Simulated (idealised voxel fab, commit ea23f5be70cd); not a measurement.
process module | voxel wiring stack
cross-section cut | 285 nm wide | cells 5 nm
A cross-section is a grid of square cells, given in bands from the top down. A band is one or more rows of cells.
Each band's line starts with the height of the band's top and of its bottom, in nm. Then come its materials from left to right, each with its width in nm. One material with "throughout" fills the band from edge to edge. "air" is empty space.
Height 0 is the level under which the wafer as received is all one material. The lowest band goes on downwards, as in "0 down".
A width such as "30 to 40" changes by the same amount from each row of cells to the next, from the band's top row to its bottom row.
"no change" after a step means that no cell of the cross-section changed.
closed voids: empty space of 8 cells or more with no open way to the top, each as width x height at its distance from the left edge, in nm
after a step's settings: what the simulator itself notes on the step
overlay nm, on a step with a mask: how far to the right of its planned place the mask lay; to the left if negative
plan
1 op RECEIVE | material Si
2 op CONFORMAL_DEP | material SiO2 | thk nm 15
3 op CONFORMAL_DEP | material SiCN | thk nm 5
4 op DIRECTIONAL_DEP | material SiO2 | thk nm 25
5 op MASKED_ETCH | tone open | mask id METAL_1 | width nm 25 | pitch nm 40 | etch materials SiO2 | depth nm 25 | overlay nm 0
6 op MASKED_ETCH | tone open | mask id METAL_1 | width nm 25 | pitch nm 40 | etch materials SiCN | depth nm 5 | overlay nm 0
7 op CONFORMAL_DEP | material TiN | thk nm 5
8 op FILL_DEP | material Ru | thk nm 10
9 op CMP | height nm 45
10 op EPI | material Ru | thk nm 5
11 op FILL_DEP | material SiCN | thk nm 5
12 op DIRECTIONAL_DEP | material lowk | thk nm 35
13 op MASKED_ETCH | tone open | mask id METAL_2 | width nm 25 | pitch nm 40 | etch materials lowk | depth nm 20 | overlay nm 0
14 op MASKED_ETCH | tone open | mask id METAL_2_HOLES | width nm 15 | pitch nm 80 | etch materials lowk | depth nm 15 | overlay nm 0
15 op MASKED_ETCH | tone open | mask id METAL_2_HOLES | width nm 15 | pitch nm 80 | etch materials SiCN | depth nm 5 | overlay nm 0
16 op CONFORMAL_DEP | material TiN | thk nm 5
17 op FILL_DEP | material Cu | thk nm 5
18 op CMP | height nm 90
19 op CONFORMAL_DEP | material SiCN | thk nm 5
20 op DIRECTIONAL_DEP | material SiO2 | thk nm 10
21 op DIRECTIONAL_DEP | material aC | thk nm 15
22 op PATTERN | tone open | mask id PLUG_2 | material resist | width nm 15 | pitch nm 40 | thk nm 35 | overlay nm 0
23 op DIRECTIONAL_ETCH | etch materials aC | depth nm 15
24 op STRIP | etch materials resist
25 op DIRECTIONAL_ETCH | etch materials SiO2 | depth nm 10
26 op DIRECTIONAL_ETCH | etch materials SiCN | depth nm 5
27 op STRIP | etch materials aC
28 op EPI | material Ru | thk nm 10
29 op EPI | material Ru | thk nm 5
30 op CONFORMAL_DEP | material SiN | thk nm 5
31 op DIRECTIONAL_DEP | material lowk | thk nm 20
32 op DIRECTIONAL_DEP | material aC | thk nm 10
33 op PATTERN | tone open | mask id METAL_3 | material resist | width nm 25 | pitch nm 40 | thk nm 30 | overlay nm 0
34 op DIRECTIONAL_ETCH | etch materials aC | depth nm 10
35 op STRIP | etch materials resist
36 op DIRECTIONAL_ETCH | etch materials lowk | depth nm 20
37 op DIRECTIONAL_ETCH | etch materials SiN | depth nm 5
38 op STRIP | etch materials aC
39 op CONFORMAL_DEP | material TiN | thk nm 5
40 op FILL_DEP | material W | thk nm 10
41 op CMP | height nm 130
42 op CONFORMAL_DEP | material SiCN | thk nm 5
43 op DIRECTIONAL_DEP | material lowk | thk nm 15
44 op DIRECTIONAL_DEP | material aC | thk nm 15
45 op PATTERN | tone open | mask id PLUG_3 | material resist | width nm 15 | pitch nm 80 | thk nm 35 | overlay nm 0
46 op DIRECTIONAL_ETCH | etch materials aC | depth nm 15
47 op STRIP | etch materials resist
48 op DIRECTIONAL_ETCH | etch materials lowk | depth nm 15
49 op DIRECTIONAL_ETCH | etch materials SiCN | depth nm 5
50 op STRIP | etch materials aC
51 op EPI | material Ru | thk nm 10
52 op EPI | material Ru | thk nm 10
53 op DIRECTIONAL_DEP | material TiN | thk nm 5
54 op DIRECTIONAL_DEP | material Ru | thk nm 15
55 op MASKED_ETCH | tone cover | mask id METAL_4 | width nm 25 | pitch nm 40 | etch materials Ru | depth nm 15 | overlay nm 0
56 op MASKED_ETCH | tone cover | mask id METAL_4 | width nm 25 | pitch nm 40 | etch materials TiN | depth nm 5 | overlay nm 0
57 op CONFORMAL_DEP | material SiCN | thk nm 5
58 op FILL_DEP | material lowk | thk nm 10
59 op CMP | height nm 170
60 op CONFORMAL_DEP | material SiCN | thk nm 5
as received, after step 1
  0 down: Si throughout
  closed voids: none
a wafer at the end: this start, this plan, one mistake
  175 to 170: SiCN throughout
  170 to 155: lowk 65 | SiCN 5 | Ru 25 | SiCN 5 | lowk 5 | SiCN 5 | Ru 25 | SiCN 5 | lowk 5 | SiCN 5 | Ru 25 | SiCN 5 | lowk 5 | SiCN 5 | Ru 25 | SiCN 5 | lowk 65
  155 to 150: SiCN 70 | TiN 25 | SiCN 15 | TiN 25 | SiCN 15 | TiN 25 | SiCN 15 | TiN 25 | SiCN 70
  150 to 135: lowk 70 | Ru 15 | lowk 65 | Ru 15 | lowk 120
  135 to 130: SiCN 70 | Ru 15 | SiCN 65 | Ru 15 | SiCN 120
  130 to 110: lowk 70 | TiN 5 | W 15 | TiN 5 | lowk 15 | TiN 5 | W 15 | TiN 5 | lowk 15 | TiN 5 | W 15 | TiN 5 | lowk 15 | TiN 5 | W 15 | TiN 5 | lowk 70
  110 to 105: SiN 70 | TiN 25 | SiN 15 | TiN 25 | SiN 15 | TiN 25 | SiN 15 | TiN 25 | SiN 70
  105 to 95: SiO2 70 | Ru 15 | SiO2 25 | SiN 5 | TiN 5 | SiN 5 | SiO2 25 | Ru 15 | SiO2 25 | SiN 5 | TiN 5 | SiN 5 | SiO2 80
  95 to 90: SiCN 70 | Ru 15 | SiCN 25 | SiN 5 | TiN 5 | SiN 5 | SiCN 25 | Ru 15 | SiCN 25 | SiN 5 | TiN 5 | SiN 5 | SiCN 80
  90 to 85: SiCN 70 | TiN 15 | SiCN 65 | TiN 15 | SiCN 120
  85 to 80: SiCN 65 | lowk 35 | SiCN 5 | lowk 35 | SiCN 5 | lowk 35 | SiCN 5 | lowk 35 | SiCN 65
  80 to 50: lowk throughout
  50 to 45: lowk 65 | Ru 35 | lowk 5 | Ru 35 | lowk 5 | Ru 35 | lowk 5 | Ru 35 | lowk 65
  45 to 20: SiO2 70 | TiN 5 | Ru 15 | TiN 5 | SiO2 15 | TiN 5 | Ru 15 | TiN 5 | SiO2 15 | TiN 5 | Ru 15 | TiN 5 | SiO2 15 | TiN 5 | Ru 15 | TiN 5 | SiO2 70
  20 to 15: SiCN 70 | TiN 25 | SiCN 15 | TiN 25 | SiCN 15 | TiN 25 | SiCN 15 | TiN 25 | SiCN 70
  15 to 0: SiO2 throughout
  0 down: Si throughout
  closed voids: none
what went wrong: steps 11 and 12 were swapped
